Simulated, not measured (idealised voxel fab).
Process module in this document: voxel wiring stack
The cross-section on display is named cut; it measures 275 nm wide, and its cells are 5 nm squares.
For the purposes of this document, a cross-section shall be understood as a grid of square cells, specified as bands listed in top-to-bottom order, each band consisting of one or more rows of cells.
Within each band entry, the heights of the top and of the bottom of the band appear first, in that order and in nm; the materials of the band then follow from left to right, each with its corresponding width in nm. The designation "all across" on a single material indicates that it fills the band from edge to edge; the designation "air" indicates empty space.
It should be noted that heights are counted from 0, beneath which the wafer as supplied is of one material throughout, and that the lowest band possesses no lower boundary but continues downward, as written in "z 0 and below".
So if you see something like "30->40" for the width, read it as the top row of the band sitting at the first number and the bottom row at the second, with every row in between moving by the same amount as the last.
"identical to before" for a step: no cell of the cross-section changed in that step.
Enclosed voids (no open way to top), threshold 8 cells or more, entry "Closed internal voids", notation width x height at distance, distance from left edge, nm.
Note: text after step settings on the step line = simulator remark on that step.
Among the settings permitted on a step's line is "overlay nm"; applied to a step with a mask, it specifies the extent to which the mask lay to the right of its planned position, whereas a negative figure signifies a position to the left.
Before/after cross-section pairs, one process step each; after shown to lowest changed band; step and settings beneath. Pairs may be from different runs of this module on the same starting wafer; a pair continues from the one above only where its "Preceding state" entry says so.

PRECEDING STATE
    z 75 to 70 = TiN (45) | air (20) | TiN (35) | air (20) | TiN (35) | air (20) | TiN (35) | air (20) | TiN (45)
    z 70 to 60 = lowk (40) | TiN (5) | air (20) | TiN (5) | lowk (25) | TiN (5) | air (20) | TiN (5) | lowk (25) | TiN (5) | air (20) | TiN (5) | lowk (25) | TiN (5) | air (20) | TiN (5) | lowk (40)
    z 60 to 55 = lowk (40) | TiN (5) | air (5) | TiN (20) | lowk (25) | TiN (5) | air (5) | TiN (20) | lowk (25) | TiN (5) | air (5) | TiN (20) | lowk (25) | TiN (5) | air (5) | TiN (20) | lowk (40)
    z 55 to 45 = lowk (40) | TiN (5) | air (5) | TiN (5) | lowk (40) | TiN (5) | air (5) | TiN (5) | lowk (40) | TiN (5) | air (5) | TiN (5) | lowk (40) | TiN (5) | air (5) | TiN (5) | lowk (55)
    z 45 to 40 = SiCN (40) | TiN (15) | SiCN (40) | TiN (15) | SiCN (40) | TiN (15) | SiCN (40) | TiN (15) | SiCN (55)
    z 40 to 20 = Cu all across
    z 20 to 15 = SiCN all across
    z 15 to 0 = SiO2 all across
    z 0 and below = Si all across
    Closed internal voids: none

RESULTING STRUCTURE
    z 85 to 75 = Cu all across
    z 75 to 70 = TiN (45) | Cu (20) | TiN (35) | Cu (20) | TiN (35) | Cu (20) | TiN (35) | Cu (20) | TiN (45)
    z 70 to 60 = lowk (40) | TiN (5) | Cu (20) | TiN (5) | lowk (25) | TiN (5) | Cu (20) | TiN (5) | lowk (25) | TiN (5) | Cu (20) | TiN (5) | lowk (25) | TiN (5) | Cu (20) | TiN (5) | lowk (40)
    z 60 to 55 = lowk (40) | TiN (5) | Cu (5) | TiN (20) | lowk (25) | TiN (5) | Cu (5) | TiN (20) | lowk (25) | TiN (5) | Cu (5) | TiN (20) | lowk (25) | TiN (5) | Cu (5) | TiN (20) | lowk (40)
    z 55 to 45 = lowk (40) | TiN (5) | Cu (5) | TiN (5) | lowk (40) | TiN (5) | Cu (5) | TiN (5) | lowk (40) | TiN (5) | Cu (5) | TiN (5) | lowk (40) | TiN (5) | Cu (5) | TiN (5) | lowk (55)
    Everything below 45 is unchanged.
    Closed internal voids: none
Operation between the pre and post cross-sections above: FILL_DEP [material Cu] [thk nm 10]

Preceding state: as shown after the step in the preceding pair, directly above.

RESULTING STRUCTURE
    z 70 to 60 = lowk (40) | TiN (5) | Cu (20) | TiN (5) | lowk (25) | TiN (5) | Cu (20) | TiN (5) | lowk (25) | TiN (5) | Cu (20) | TiN (5) | lowk (25) | TiN (5) | Cu (20) | TiN (5) | lowk (40)
    Everything below 60 is unchanged.
    Closed internal voids: none
Operation between the pre and post cross-sections above: CMP [height nm 70]

Preceding state: as shown after the step in the preceding pair, directly above.

RESULTING STRUCTURE
    z 75 to 70 = SiCN all across
    Everything below 70 is unchanged.
    Closed internal voids: none
Operation between the pre and post cross-sections above: CONFORMAL_DEP [material SiCN] [thk nm 5]

PRECEDING STATE
    z 40 to 20 = lowk all across
    z 20 to 15 = SiCN all across
    z 15 to 0 = SiO2 all across
    z 0 and below = Si all across
    Closed internal voids: none

RESULTING STRUCTURE
    z 40 to 20 = air (40) | lowk (30) | air (25) | lowk (30) | air (25) | lowk (30) | air (25) | lowk (30) | air (40)
    Everything below 20 is unchanged.
    Closed internal voids: none
Operation between the pre and post cross-sections above: MASKED_ETCH [tone cover] [mask id METAL_1] [width nm 30] [pitch nm 55] [etch materials lowk] [depth nm 20] [overlay nm 0]

Preceding state: as shown after the step in the preceding pair, directly above.

RESULTING STRUCTURE
    z 45 to 40 = air (35) | TiN (40) | air (15) | TiN (40) | air (15) | TiN (40) | air (15) | TiN (40) | air (35)
    z 40 to 25 = air (35) | TiN (5) | lowk (30) | TiN (5) | air (15) | TiN (5) | lowk (30) | TiN (5) | air (15) | TiN (5) | lowk (30) | TiN (5) | air (15) | TiN (5) | lowk (30) | TiN (5) | air (35)
    z 25 to 20 = TiN (40) | lowk (30) | TiN (25) | lowk (30) | TiN (25) | lowk (30) | TiN (25) | lowk (30) | TiN (40)
    Everything below 20 is unchanged.
    Closed internal voids: none
Operation between the pre and post cross-sections above: CONFORMAL_DEP [material TiN] [thk nm 5]

Preceding state: as shown after the step in the preceding pair, directly above.

RESULTING STRUCTURE
    z 50 to 45 = Ru all across
    z 45 to 40 = Ru (35) | TiN (40) | Ru (15) | TiN (40) | Ru (15) | TiN (40) | Ru (15) | TiN (40) | Ru (35)
    z 40 to 25 = Ru (35) | TiN (5) | lowk (30) | TiN (5) | Ru (15) | TiN (5) | lowk (30) | TiN (5) | Ru (15) | TiN (5) | lowk (30) | TiN (5) | Ru (15) | TiN (5) | lowk (30) | TiN (5) | Ru (35)
    Everything below 25 is unchanged.
    Closed internal voids: none
Operation between the pre and post cross-sections above: FILL_DEP [material Ru] [thk nm 5]

Preceding state: as shown after the step in the preceding pair, directly above.

RESULTING STRUCTURE
    z 40 to 25 = Ru (35) | TiN (5) | lowk (30) | TiN (5) | Ru (15) | TiN (5) | lowk (30) | TiN (5) | Ru (15) | TiN (5) | lowk (30) | TiN (5) | Ru (15) | TiN (5) | lowk (30) | TiN (5) | Ru (35)
    Everything below 25 is unchanged.
    Closed internal voids: none
Operation between the pre and post cross-sections above: CMP [height nm 40]

Preceding state: as shown after the step in the preceding pair, directly above.

RESULTING STRUCTURE
    z 45 to 40 = SiCN all across
    Everything below 40 is unchanged.
    Closed internal voids: none
Operation between the pre and post cross-sections above: CONFORMAL_DEP [material SiCN] [thk nm 5]

Preceding state: as shown after the step in the preceding pair, directly above.

RESULTING STRUCTURE
    z 70 to 45 = lowk all across
    Everything below 45 is unchanged.
    Closed internal voids: none
Operation between the pre and post cross-sections above: DIRECTIONAL_DEP [material lowk] [thk nm 25]

Preceding state: as shown after the step in the preceding pair, directly above.

RESULTING STRUCTURE
    z 80 to 70 = aC all across
    Everything below 70 is unchanged.
    Closed internal voids: none
Operation between the pre and post cross-sections above: DIRECTIONAL_DEP [material aC] [thk nm 10]

Preceding state: as shown after the step in the preceding pair, directly above.

RESULTING STRUCTURE
    z 105 to 80 = resist (40) | air (30) | resist (25) | air (30) | resist (25) | air (30) | resist (25) | air (30) | resist (40)
    Everything below 80 is unchanged.
    Closed internal voids: none
Operation between the pre and post cross-sections above: PATTERN [tone open] [mask id METAL_2] [material resist] [width nm 30] [pitch nm 55] [thk nm 25] [overlay nm 0]

Preceding state: as shown after the step in the preceding pair, directly above.

RESULTING STRUCTURE
    z 95 to 80 = resist (40) | air (30) | resist (25) | air (30) | resist (25) | air (30) | resist (25) | air (30) | resist (40)
    z 80 to 70 = aC (40) | air (30) | aC (25) | air (30) | aC (25) | air (30) | aC (25) | air (30) | aC (40)
    Everything below 70 is unchanged.
    Closed internal voids: none
Operation between the pre and post cross-sections above: DIRECTIONAL_ETCH [etch materials aC] [depth nm 10]

Preceding state: as shown after the step in the preceding pair, directly above.

RESULTING STRUCTURE
    z 80 to 70 = aC (40) | air (30) | aC (25) | air (30) | aC (25) | air (30) | aC (25) | air (30) | aC (40)
    Everything below 70 is unchanged.
    Closed internal voids: none
Operation between the pre and post cross-sections above: STRIP [etch materials resist]

Preceding state: as shown after the step in the preceding pair, directly above.

RESULTING STRUCTURE
    z 80 to 70 = aC (40) | air (30) | aC (25) | air (30) | aC (25) | air (30) | aC (25) | air (30) | aC (40)
    z 70 to 55 = lowk (40) | air (30) | lowk (25) | air (30) | lowk (25) | air (30) | lowk (25) | air (30) | lowk (40)
    Everything below 55 is unchanged.
    Closed internal voids: none
Operation between the pre and post cross-sections above: DIRECTIONAL_ETCH [etch materials lowk] [depth nm 15]

Preceding state: as shown after the step in the preceding pair, directly above.

RESULTING STRUCTURE
    z 70 to 55 = lowk (40) | air (30) | lowk (25) | air (30) | lowk (25) | air (30) | lowk (25) | air (30) | lowk (40)
    Everything below 55 is unchanged.
    Closed internal voids: none
Operation between the pre and post cross-sections above: STRIP [etch materials aC]

Preceding state: as shown after the step in the preceding pair, directly above.

RESULTING STRUCTURE
    z 85 to 70 = aC (40) | air (30) | aC (25) | air (30) | aC (25) | air (30) | aC (25) | air (30) | aC (40)
    z 70 to 55 = lowk (40) | aC (30) | lowk (25) | aC (30) | lowk (25) | aC (30) | lowk (25) | aC (30) | lowk (40)
    Everything below 55 is unchanged.
    Closed internal voids: none
Operation between the pre and post cross-sections above: DIRECTIONAL_DEP [material aC] [thk nm 15]

Preceding state: as shown after the step in the preceding pair, directly above.

RESULTING STRUCTURE
    z 115 to 85 = resist (40) | air (15) | resist (40) | air (15) | resist (40) | air (15) | resist (40) | air (15) | resist (55)
    z 85 to 70 = aC (40) | air (15) | resist (15) | aC (25) | air (15) | resist (15) | aC (25) | air (15) | resist (15) | aC (25) | air (15) | resist (15) | aC (40)
    Everything below 70 is unchanged.
    Closed internal voids: none
Operation between the pre and post cross-sections above: PATTERN [tone open] [mask id METAL_2_HOLES] [material resist] [width nm 15] [pitch nm 55] [thk nm 30] [overlay nm 0]

Preceding state: as shown after the step in the preceding pair, directly above.

RESULTING STRUCTURE
    z 100 to 85 = resist (40) | air (15) | resist (40) | air (15) | resist (40) | air (15) | resist (40) | air (15) | resist (55)
    z 85 to 70 = aC (40) | air (15) | resist (15) | aC (25) | air (15) | resist (15) | aC (25) | air (15) | resist (15) | aC (25) | air (15) | resist (15) | aC (40)
    z 70 to 55 = lowk (40) | air (15) | aC (15) | lowk (25) | air (15) | aC (15) | lowk (25) | air (15) | aC (15) | lowk (25) | air (15) | aC (15) | lowk (40)
    Everything below 55 is unchanged.
    Closed internal voids: none
Operation between the pre and post cross-sections above: DIRECTIONAL_ETCH [etch materials aC] [depth nm 15]

Preceding state: as shown after the step in the preceding pair, directly above.

RESULTING STRUCTURE
    z 85 to 70 = aC (40) | air (30) | aC (25) | air (30) | aC (25) | air (30) | aC (25) | air (30) | aC (40)
    Everything below 70 is unchanged.
    Closed internal voids: none
Operation between the pre and post cross-sections above: STRIP [etch materials resist]

Preceding state: as shown after the step in the preceding pair, directly above.

RESULTING STRUCTURE
    z 85 to 70 = aC (40) | air (30) | aC (25) | air (30) | aC (25) | air (30) | aC (25) | air (30) | aC (40)
    z 70 to 55 = lowk (40) | air (15) | aC (15) | lowk (25) | air (15) | aC (15) | lowk (25) | air (15) | aC (15) | lowk (25) | air (15) | aC (15) | lowk (40)
    z 55 to 45 = lowk (40) | air (15) | lowk (40) | air (15) | lowk (40) | air (15) | lowk (40) | air (15) | lowk (55)
    Everything below 45 is unchanged.
    Closed internal voids: none
Operation between the pre and post cross-sections above: DIRECTIONAL_ETCH [etch materials lowk] [depth nm 10]

Preceding state: as shown after the step in the preceding pair, directly above.

RESULTING STRUCTURE
    z 85 to 70 = aC (40) | air (30) | aC (25) | air (30) | aC (25) | air (30) | aC (25) | air (30) | aC (40)
    z 70 to 55 = lowk (40) | air (15) | aC (15) | lowk (25) | air (15) | aC (15) | lowk (25) | air (15) | aC (15) | lowk (25) | air (15) | aC (15) | lowk (40)
    z 55 to 45 = lowk (40) | air (15) | lowk (40) | air (15) | lowk (40) | air (15) | lowk (40) | air (15) | lowk (55)
    z 45 to 40 = SiCN (40) | air (15) | SiCN (40) | air (15) | SiCN (40) | air (15) | SiCN (40) | air (15) | SiCN (55)
    Everything below 40 is unchanged.
    Closed internal voids: none
Operation between the pre and post cross-sections above: DIRECTIONAL_ETCH [etch materials SiCN] [depth nm 5]

Preceding state: as shown after the step in the preceding pair, directly above.

RESULTING STRUCTURE
    z 70 to 55 = lowk (40) | air (30) | lowk (25) | air (30) | lowk (25) | air (30) | lowk (25) | air (30) | lowk (40)
    Everything below 55 is unchanged.
    Closed internal voids: none
Operation between the pre and post cross-sections above: STRIP [etch materials aC]

Preceding state: as shown after the step in the preceding pair, directly above.

RESULTING STRUCTURE
    z 75 to 70 = TiN (45) | air (20) | TiN (35) | air (20) | TiN (35) | air (20) | TiN (35) | air (20) | TiN (45)
    z 70 to 60 = lowk (40) | TiN (5) | air (20) | TiN (5) | lowk (25) | TiN (5) | air (20) | TiN (5) | lowk (25) | TiN (5) | air (20) | TiN (5) | lowk (25) | TiN (5) | air (20) | TiN (5) | lowk (40)
    z 60 to 55 = lowk (40) | TiN (5) | air (5) | TiN (20) | lowk (25) | TiN (5) | air (5) | TiN (20) | lowk (25) | TiN (5) | air (5) | TiN (20) | lowk (25) | TiN (5) | air (5) | TiN (20) | lowk (40)
    z 55 to 45 = lowk (40) | TiN (5) | air (5) | TiN (5) | lowk (40) | TiN (5) | air (5) | TiN (5) | lowk (40) | TiN (5) | air (5) | TiN (5) | lowk (40) | TiN (5) | air (5) | TiN (5) | lowk (55)
    z 45 to 40 = SiCN (40) | TiN (15) | SiCN (40) | TiN (15) | SiCN (40) | TiN (15) | SiCN (40) | TiN (15) | SiCN (55)
    Everything below 40 is unchanged.
    Closed internal voids: none
Operation between the pre and post cross-sections above: CONFORMAL_DEP [material TiN] [thk nm 5]

Preceding state: as shown after the step in the preceding pair, directly above.

RESULTING STRUCTURE
    z 85 to 75 = Cu all across
    z 75 to 70 = TiN (45) | Cu (20) | TiN (35) | Cu (20) | TiN (35) | Cu (20) | TiN (35) | Cu (20) | TiN (45)
    z 70 to 60 = lowk (40) | TiN (5) | Cu (20) | TiN (5) | lowk (25) | TiN (5) | Cu (20) | TiN (5) | lowk (25) | TiN (5) | Cu (20) | TiN (5) | lowk (25) | TiN (5) | Cu (20) | TiN (5) | lowk (40)
    z 60 to 55 = lowk (40) | TiN (5) | Cu (5) | TiN (20) | lowk (25) | TiN (5) | Cu (5) | TiN (20) | lowk (25) | TiN (5) | Cu (5) | TiN (20) | lowk (25) | TiN (5) | Cu (5) | TiN (20) | lowk (40)
    z 55 to 45 = lowk (40) | TiN (5) | Cu (5) | TiN (5) | lowk (40) | TiN (5) | Cu (5) | TiN (5) | lowk (40) | TiN (5) | Cu (5) | TiN (5) | lowk (40) | TiN (5) | Cu (5) | TiN (5) | lowk (55)
    Everything below 45 is unchanged.
    Closed internal voids: none
Operation between the pre and post cross-sections above: FILL_DEP [material Cu] [thk nm 10]

Preceding state: as shown after the step in the preceding pair, directly above.

RESULTING STRUCTURE
    z 70 to 60 = lowk (40) | TiN (5) | Cu (20) | TiN (5) | lowk (25) | TiN (5) | Cu (20) | TiN (5) | lowk (25) | TiN (5) | Cu (20) | TiN (5) | lowk (25) | TiN (5) | Cu (20) | TiN (5) | lowk (40)
    Everything below 60 is unchanged.
    Closed internal voids: none
Operation between the pre and post cross-sections above: CMP [height nm 70]

Preceding state: as shown after the step in the preceding pair, directly above.

RESULTING STRUCTURE
    z 75 to 70 = SiCN all across
    Everything below 70 is unchanged.
    Closed internal voids: none
Operation between the pre and post cross-sections above: CONFORMAL_DEP [material SiCN] [thk nm 5]
